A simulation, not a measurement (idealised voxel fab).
Process module name: voxel wiring stack
It is cross-section cut that appears here, measuring 205 nm in width, its square cells being 5 nm in size.
The cross-sections in this document take the form of a grid made of square cells. They are written out as bands, in order from top to bottom. Each band consists of one or more rows of cells. Quick guide to a band line: top height, bottom height (nm) up front; then every material left to right with its width in nm. Only one material and it's marked "all across"? Then it fills the band edge to edge. And "air" just means empty space. Heights are expressed relative to 0, this being the level below which the as-received wafer comprises one material exclusively. The lowest band is unbounded in the downward direction and is denoted as in "0 -> down". Graded width ("30->40"): value in top row of band = first number; value in bottom row = second number; row-to-row change constant. Take "remained unchanged" at face value: in the step it is given for, the cross-section changed in none of its cells. "Voids, sealed" contains a list of empty spaces, each no smaller than 8 cells and without an open way to the top, written in the form width x height at distance with the distance from the left edge and all three in nm. That trailing text on a step's line, after the settings, is the simulator's own remark on the step. "overlay nm" answers the question of how far to the right of plan the mask lay on a step that has a mask, and when it is negative the answer is to the left.

### The planned process steps are enumerated hereunder
1. RECEIVE with material Si
2. CONFORMAL_DEP with material SiO2, thk nm 10
3. CONFORMAL_DEP with material SiCN, thk nm 5
4. DIRECTIONAL_DEP with material SiO2, thk nm 25
5. PATTERN with tone open, mask id METAL_1, material resist, width nm 25, pitch nm 40, thk nm 15, overlay nm 0
6. DIRECTIONAL_ETCH with etch materials SiO2, depth nm 25
7. DIRECTIONAL_ETCH with etch materials SiCN, depth nm 5
8. STRIP with etch materials resist
9. CONFORMAL_DEP with material TiN, thk nm 5
10. FILL_DEP with material Cu, thk nm 5
11. CMP with height nm 40
12. EPI with material Ru, thk nm 5
13. FILL_DEP with material SiCN, thk nm 5
14. DIRECTIONAL_DEP with material SiO2, thk nm 10
15. MASKED_ETCH with tone open, mask id PLUG_1, width nm 15, pitch nm 40, etch materials SiO2, depth nm 10, overlay nm 0
16. MASKED_ETCH with tone open, mask id PLUG_1, width nm 15, pitch nm 40, etch materials SiCN, depth nm 5, overlay nm 0
17. EPI with material Ru, thk nm 10
18. EPI with material Ru, thk nm 5
19. CONFORMAL_DEP with material SiN, thk nm 5
20. DIRECTIONAL_DEP with material SiO2, thk nm 25
21. MASKED_ETCH with tone open, mask id METAL_2, width nm 25, pitch nm 40, etch materials SiO2, depth nm 25, overlay nm 0
22. MASKED_ETCH with tone open, mask id METAL_2, width nm 25, pitch nm 40, etch materials SiN, depth nm 5, overlay nm 0
23. CONFORMAL_DEP with material TiN, thk nm 5
24. FILL_DEP with material Cu, thk nm 5
25. CMP with height nm 90
26. CONFORMAL_DEP with material SiCN, thk nm 5
27. DIRECTIONAL_DEP with material lowk, thk nm 15
28. MASKED_ETCH with tone open, mask id PLUG_2, width nm 15, pitch nm 40, etch materials lowk, depth nm 15, overlay nm 0
29. MASKED_ETCH with tone open, mask id PLUG_2, width nm 15, pitch nm 40, etch materials SiCN, depth nm 5, overlay nm 0
30. EPI with material Ru, thk nm 10
31. EPI with material Ru, thk nm 10
32. CONFORMAL_DEP with material SiCN, thk nm 5
33. DIRECTIONAL_DEP with material lowk, thk nm 20
34. DIRECTIONAL_DEP with material aC, thk nm 15
35. PATTERN with tone open, mask id METAL_3, material resist, width nm 25, pitch nm 40, thk nm 35, overlay nm 0
36. DIRECTIONAL_ETCH with etch materials aC, depth nm 15
37. STRIP with etch materials resist
38. DIRECTIONAL_ETCH with etch materials lowk, depth nm 20
39. DIRECTIONAL_ETCH with etch materials SiCN, depth nm 5
40. STRIP with etch materials aC
41. CONFORMAL_DEP with material TiN, thk nm 5
42. FILL_DEP with material Cu, thk nm 10
43. CMP with height nm 135
44. CONFORMAL_DEP with material SiN, thk nm 5

### as received, after step 1
> 0 -> down | Si all across
> Voids, sealed: none

### Here's the wafer cut in cross-section after the module, started and planned just like above, except one thing was done wrong in the run
> 140 -> 135 | SiN all across
> 135 -> 115 | 30 of lowk; 5 of TiN; 15 of Cu; 5 of TiN; 15 of lowk; 5 of TiN; 15 of Cu; 5 of TiN; 15 of lowk; 5 of TiN; 15 of Cu; 5 of TiN; 15 of lowk; 5 of TiN; 15 of Cu; 5 of TiN; 30 of lowk
> 115 -> 110 | 30 of SiCN; 25 of TiN; 15 of SiCN; 25 of TiN; 15 of SiCN; 25 of TiN; 15 of SiCN; 25 of TiN; 30 of SiCN
> 110 -> 95 | 30 of lowk; 15 of Ru; 25 of lowk; 15 of Ru; 25 of lowk; 15 of Ru; 25 of lowk; 15 of Ru; 40 of lowk
> 95 -> 90 | 30 of SiCN; 15 of Ru; 25 of SiCN; 15 of Ru; 25 of SiCN; 15 of Ru; 25 of SiCN; 15 of Ru; 40 of SiCN
> 90 -> 65 | 30 of SiO2; 5 of TiN; 15 of Cu; 5 of TiN; 15 of SiO2; 5 of TiN; 15 of Cu; 5 of TiN; 15 of SiO2; 5 of TiN; 15 of Cu; 5 of TiN; 15 of SiO2; 5 of TiN; 15 of Cu; 5 of TiN; 30 of SiO2
> 65 -> 60 | 30 of SiN; 25 of TiN; 15 of SiN; 25 of TiN; 15 of SiN; 25 of TiN; 15 of SiN; 25 of TiN; 30 of SiN
> 60 -> 50 | 30 of SiO2; 15 of Ru; 25 of SiO2; 15 of Ru; 25 of SiO2; 15 of Ru; 25 of SiO2; 15 of Ru; 40 of SiO2
> 50 -> 45 | 30 of SiCN; 15 of Ru; 25 of SiCN; 15 of Ru; 25 of SiCN; 15 of Ru; 25 of SiCN; 15 of Ru; 40 of SiCN
> 45 -> 40 | 35 of Ru; 15 of SiCN; 25 of Ru; 15 of SiCN; 25 of Ru; 15 of SiCN; 25 of Ru; 15 of SiCN; 35 of Ru
> 40 -> 15 | 25 of Cu; 5 of TiN; 25 of SiO2; 5 of TiN; 5 of Cu; 5 of TiN; 25 of SiO2; 5 of TiN; 5 of Cu; 5 of TiN; 25 of SiO2; 5 of TiN; 5 of Cu; 5 of TiN; 25 of SiO2; 5 of TiN; 25 of Cu
> 15 -> 10 | 30 of TiN; 25 of SiCN; 15 of TiN; 25 of SiCN; 15 of TiN; 25 of SiCN; 15 of TiN; 25 of SiCN; 30 of TiN
> 10 -> 0 | SiO2 all across
> 0 -> down | Si all across
> Voids, sealed: none
Against the plan, the run slipped here: step 5 ran as: PATTERN with tone cover, mask id METAL_1, material resist, width nm 25, pitch nm 40, thk nm 15, overlay nm 0
